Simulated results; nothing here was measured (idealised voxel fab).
Module name: voxel air gaps (process module)
Square cells of 5 nm make up the cross-section cut, whose width is 285 nm.
A cross-section is written here as square cells arranged in a grid, and it is given in bands from the top down, each band taking up one or more rows of cells.
First you get the band's top height and its bottom height, in nm, and then the materials it's made of, left to right, with each width in nm. If you see a single material with "everywhere", that one covers the band edge to edge. "air" is empty space.
Counting heights begins at 0, where everything beneath is, in the wafer as received, one material. The lowest band has no bottom; it goes on downwards, as "0 and below" shows.
You'd read "30->40" like this: the band's top row of cells is as wide as the first number, its bottom row is as wide as the second, and going down, every row changes width by the same amount as the row before did.
Reading "no modifications" for a step: not a cell of the cross-section changed in it.
The entry titled "Closed internal cavities" provides the empty spaces that have no open way to the top, restricted to those of 8 cells or more. Each is presented as width x height at distance, the distance being measured from the left edge, with all three in nm.
after a step's settings: what the simulator itself notes on the step
"overlay nm" denotes, for a step that has a mask, the displacement of the mask to the right of its planned place, with negative values corresponding to the left.
-- Planned step list for the process
| 1 | RECEIVE [material Si] |
| 2 | CONFORMAL_DEP [material SiO2] [thk nm 15] |
| 3 | CONFORMAL_DEP [material SiN] [thk nm 5] |
| 4 | DIRECTIONAL_DEP [material SiO2] [thk nm 35] |
| 5 | PATTERN [tone open] [mask id LINES] [material resist] [width nm 25] [pitch nm 50] [thk nm 20] [overlay nm 0] |
| 6 | DIRECTIONAL_ETCH [etch materials SiO2] [depth nm 35] |
| 7 | STRIP [etch materials resist] |
| 8 | CONFORMAL_DEP [material TiN] [thk nm 5] |
| 9 | FILL_DEP [material W] [thk nm 5] |
| 10 | CMP [height nm 55] |
| 11 | EPI [material Ru] [thk nm 10] |
| 12 | SELECTIVE_ETCH [etch materials SiO2] [depth nm 45] |
| 13 | CONFORMAL_DEP [material SiCN] [thk nm 5] |
-- The first wafer of two, processed as planned
-- Cross-section of the wafer at receipt, which is the condition after step 1
	0 and below: Si everywhere
	Closed internal cavities: none
-- After step 2: wafer cross-section
	15 down to 0: SiO2 everywhere
	Anything lower than 0 is untouched.
-- After step 3: wafer cross-section
	20 down to 15: SiN everywhere
	Anything lower than 15 is untouched.
-- After step 4: wafer cross-section
	55 down to 20: SiO2 everywhere
	Anything lower than 20 is untouched.
-- After step 5: wafer cross-section
	75 down to 55: resist: 80, air: 25, resist: 25, air: 25, resist: 25, air: 25, resist: 80
	Anything lower than 55 is untouched.
-- After step 6: wafer cross-section
	75 down to 55: resist: 80, air: 25, resist: 25, air: 25, resist: 25, air: 25, resist: 80
	55 down to 20: SiO2: 80, air: 25, SiO2: 25, air: 25, SiO2: 25, air: 25, SiO2: 80
	Anything lower than 20 is untouched.
-- After step 7: wafer cross-section
	55 down to 20: SiO2: 80, air: 25, SiO2: 25, air: 25, SiO2: 25, air: 25, SiO2: 80
	Anything lower than 20 is untouched.
-- After step 8: wafer cross-section
	60 down to 55: TiN: 85, air: 15, TiN: 35, air: 15, TiN: 35, air: 15, TiN: 85
	55 down to 25: SiO2: 80, TiN: 5, air: 15, TiN: 5, SiO2: 25, TiN: 5, air: 15, TiN: 5, SiO2: 25, TiN: 5, air: 15, TiN: 5, SiO2: 80
	25 down to 20: SiO2: 80, TiN: 25, SiO2: 25, TiN: 25, SiO2: 25, TiN: 25, SiO2: 80
	Anything lower than 20 is untouched.
-- After step 9: wafer cross-section
	65 down to 60: W everywhere
	60 down to 55: TiN: 85, W: 15, TiN: 35, W: 15, TiN: 35, W: 15, TiN: 85
	55 down to 25: SiO2: 80, TiN: 5, W: 15, TiN: 5, SiO2: 25, TiN: 5, W: 15, TiN: 5, SiO2: 25, TiN: 5, W: 15, TiN: 5, SiO2: 80
	Anything lower than 25 is untouched.
-- After step 10: wafer cross-section
	55 down to 25: SiO2: 80, TiN: 5, W: 15, TiN: 5, SiO2: 25, TiN: 5, W: 15, TiN: 5, SiO2: 25, TiN: 5, W: 15, TiN: 5, SiO2: 80
	Anything lower than 25 is untouched.
-- After step 11: wafer cross-section
	65 down to 55: air: 70, Ru: 45, air: 5, Ru: 45, air: 5, Ru: 45, air: 70
	Anything lower than 55 is untouched.
-- After step 12: wafer cross-section
	65 down to 55: air: 70, Ru: 45, air: 5, Ru: 45, air: 5, Ru: 45, air: 70
	55 down to 25: air: 80, TiN: 5, W: 15, TiN: 5, air: 25, TiN: 5, W: 15, TiN: 5, air: 25, TiN: 5, W: 15, TiN: 5, air: 80
	25 down to 20: air: 80, TiN: 25, air: 25, TiN: 25, air: 25, TiN: 25, air: 80
	Anything lower than 20 is untouched.
-- After step 13: wafer cross-section
	70 down to 65: air: 65, SiCN: 155, air: 65
	65 down to 55: air: 65, SiCN: 5, Ru: 45, SiCN: 5, Ru: 45, SiCN: 5, Ru: 45, SiCN: 5, air: 65
	55 down to 50: air: 65, SiCN: 15, TiN: 5, W: 15, TiN: 5, SiCN: 25, TiN: 5, W: 15, TiN: 5, SiCN: 25, TiN: 5, W: 15, TiN: 5, SiCN: 15, air: 65
	50 down to 25: air: 75, SiCN: 5, TiN: 5, W: 15, TiN: 5, SiCN: 5, air: 15, SiCN: 5, TiN: 5, W: 15, TiN: 5, SiCN: 5, air: 15, SiCN: 5, TiN: 5, W: 15, TiN: 5, SiCN: 5, air: 75
	25 down to 20: SiCN: 80, TiN: 25, SiCN: 25, TiN: 25, SiCN: 25, TiN: 25, SiCN: 80
	Anything lower than 20 is untouched.
	Closed internal cavities: 15 x 25 at 110; 15 x 25 at 160
-- Here the second wafer is described. Its start and its plan were those of the first wafer. Its run contained one mistake. Up to and including step 4, it did exactly what the first wafer did
-- What the second wafer looks like in cross-section when step 5 should have wrapped up
	75 down to 55: resist: 85, air: 25, resist: 25, air: 25, resist: 25, air: 25, resist: 75
	Anything lower than 55 is untouched.
-- What the second wafer looks like in cross-section when step 6 should have wrapped up
	75 down to 55: resist: 85, air: 25, resist: 25, air: 25, resist: 25, air: 25, resist: 75
	55 down to 20: SiO2: 85, air: 25, SiO2: 25, air: 25, SiO2: 25, air: 25, SiO2: 75
	Anything lower than 20 is untouched.
-- What the second wafer looks like in cross-section when step 7 should have wrapped up
	55 down to 20: SiO2: 85, air: 25, SiO2: 25, air: 25, SiO2: 25, air: 25, SiO2: 75
	Anything lower than 20 is untouched.
-- What the second wafer looks like in cross-section when step 8 should have wrapped up
	60 down to 55: TiN: 90, air: 15, TiN: 35, air: 15, TiN: 35, air: 15, TiN: 80
	55 down to 25: SiO2: 85, TiN: 5, air: 15, TiN: 5, SiO2: 25, TiN: 5, air: 15, TiN: 5, SiO2: 25, TiN: 5, air: 15, TiN: 5, SiO2: 75
	25 down to 20: SiO2: 85, TiN: 25, SiO2: 25, TiN: 25, SiO2: 25, TiN: 25, SiO2: 75
	Anything lower than 20 is untouched.
-- What the second wafer looks like in cross-section when step 9 should have wrapped up
	65 down to 60: W everywhere
	60 down to 55: TiN: 90, W: 15, TiN: 35, W: 15, TiN: 35, W: 15, TiN: 80
	55 down to 25: SiO2: 85, TiN: 5, W: 15, TiN: 5, SiO2: 25, TiN: 5, W: 15, TiN: 5, SiO2: 25, TiN: 5, W: 15, TiN: 5, SiO2: 75
	Anything lower than 25 is untouched.
-- What the second wafer looks like in cross-section when step 10 should have wrapped up
	55 down to 25: SiO2: 85, TiN: 5, W: 15, TiN: 5, SiO2: 25, TiN: 5, W: 15, TiN: 5, SiO2: 25, TiN: 5, W: 15, TiN: 5, SiO2: 75
	Anything lower than 25 is untouched.
-- What the second wafer looks like in cross-section when step 11 should have wrapped up
	65 down to 55: air: 75, Ru: 45, air: 5, Ru: 45, air: 5, Ru: 45, air: 65
	Anything lower than 55 is untouched.
-- What the second wafer looks like in cross-section when step 12 should have wrapped up
	65 down to 55: air: 75, Ru: 45, air: 5, Ru: 45, air: 5, Ru: 45, air: 65
	55 down to 25: air: 85, TiN: 5, W: 15, TiN: 5, air: 25, TiN: 5, W: 15, TiN: 5, air: 25, TiN: 5, W: 15, TiN: 5, air: 75
	25 down to 20: air: 85, TiN: 25, air: 25, TiN: 25, air: 25, TiN: 25, air: 75
	Anything lower than 20 is untouched.
-- What the second wafer looks like in cross-section when step 13 should have wrapped up
	70 down to 65: air: 70, SiCN: 155, air: 60
	65 down to 55: air: 70, SiCN: 5, Ru: 45, SiCN: 5, Ru: 45, SiCN: 5, Ru: 45, SiCN: 5, air: 60
	55 down to 50: air: 70, SiCN: 15, TiN: 5, W: 15, TiN: 5, SiCN: 25, TiN: 5, W: 15, TiN: 5, SiCN: 25, TiN: 5, W: 15, TiN: 5, SiCN: 15, air: 60
	50 down to 25: air: 80, SiCN: 5, TiN: 5, W: 15, TiN: 5, SiCN: 5, air: 15, SiCN: 5, TiN: 5, W: 15, TiN: 5, SiCN: 5, air: 15, SiCN: 5, TiN: 5, W: 15, TiN: 5, SiCN: 5, air: 70
	25 down to 20: SiCN: 85, TiN: 25, SiCN: 25, TiN: 25, SiCN: 25, TiN: 25, SiCN: 75
	Anything lower than 20 is untouched.
	Closed internal cavities: 15 x 25 at 115; 15 x 25 at 165
Against the plan, the run slipped here: it should be noted that step 5 was executed with settings other than those planned, the operation and settings actually applied being PATTERN [tone open] [mask id LINES] [material resist] [width nm 25] [pitch nm 50] [thk nm 20] [overlay nm 5]
Tallied in cells, the final second wafer holds each material in the same quantity as the first, although not at the same places.
